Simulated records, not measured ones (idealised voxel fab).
This is a process module. Its name is voxel self aligned contacts.
Xsec cut, 235 nm wide, square cell size 5 nm.
In this document a cross-section is written as a grid of square cells. It is given as a series of bands, listed from the top down, and a band is one or more rows of cells. Within each band entry, the heights of the top and of the bottom of the band appear first, in that order and in nm; the materials of the band then follow from left to right, each with its corresponding width in nm. The designation "everywhere" on a single material indicates that it fills the band from edge to edge; the designation "blank" indicates empty space. The level at which height equals 0 is the one under which the wafer, as it arrives, is entirely one material. No lower edge exists for the bottom band, which continues downward and is notated as in "z 0 and below". Per-row width for "30..40": begins at first number (top row of band), ends at second number (bottom row), increment between rows held constant. You'll sometimes find "nothing was modified" written for a step, and that's the way of saying that nowhere in the cross-section did a cell change during that step. "Closed internal voids" specifies each empty space that is not open to the top and that occupies no fewer than 8 cells, using the form width x height at distance, the distance measured from the left edge and all three quantities in nm. If you see something after the settings on a step's line, that's the simulator's own remark about that step. When a step includes a mask, the "overlay nm" setting on its line states how far to the right of its planned place that mask lay, and negative values state how far to the left.

**Intended process steps**
step 1: RECEIVE, material Si
step 2: CONFORMAL_DEP, material SiO2, thk nm 5
step 3: DIRECTIONAL_DEP, material polySi, thk nm 20
step 4: DIRECTIONAL_DEP, material SiN, thk nm 20
step 5: DIRECTIONAL_DEP, material aC, thk nm 10
step 6: PATTERN, tone cover, mask id GATE, material resist, width nm 35, pitch nm 75, thk nm 25, overlay nm 0
step 7: DIRECTIONAL_ETCH, etch materials aC, depth nm 10
step 8: STRIP, etch materials resist
step 9: DIRECTIONAL_ETCH, etch materials SiN, depth nm 20
step 10: DIRECTIONAL_ETCH, etch materials polySi, depth nm 20
step 11: STRIP, etch materials aC
step 12: CONFORMAL_DEP, material SiN, thk nm 10
step 13: DIRECTIONAL_ETCH, etch materials SiN, depth nm 10
step 14: FILL_DEP, material SiO2, thk nm 20
step 15: CMP, height nm 55
step 16: PATTERN, tone open, mask id CONTACT, material resist, width nm 60, pitch nm 75, thk nm 15, overlay nm 0
step 17: DIRECTIONAL_ETCH, etch materials SiO2, depth nm 55
step 18: STRIP, etch materials resist
step 19: CONFORMAL_DEP, material TiN, thk nm 5
step 20: FILL_DEP, material W, thk nm 5
step 21: CMP, height nm 55
step 22: CONFORMAL_DEP, material SiN, thk nm 5

**Cross-section of the wafer at receipt, which is the condition after step 1**
  z 0 and below: Si everywhere
  Closed internal voids: none

**Final wafer profile in cross-section after the module, from the same start and plan as above, with one mistake made during processing**
  z 60 to 55: SiN everywhere
  z 55 to 45: SiO2 50 | TiN 5..25 | W 50..10 | TiN 5..25 | SiO2 15 | TiN 5..25 | W 50..10 | TiN 5..25 | SiO2 50
  z 45 to 25: SiO2 15 | SiN 55 | TiN 5 | W 10 | TiN 5 | SiN 55 | TiN 5 | W 10 | TiN 5 | SiN 55 | SiO2 15
  z 25 to 20: SiO2 70 | TiN 20 | SiO2 55 | TiN 20 | SiO2 70
  z 20 to 0: polySi everywhere
  z 0 and below: Si everywhere
  Closed internal voids: none
Want to know what went wrong? plan vs actual: 2 and 3 interchanged
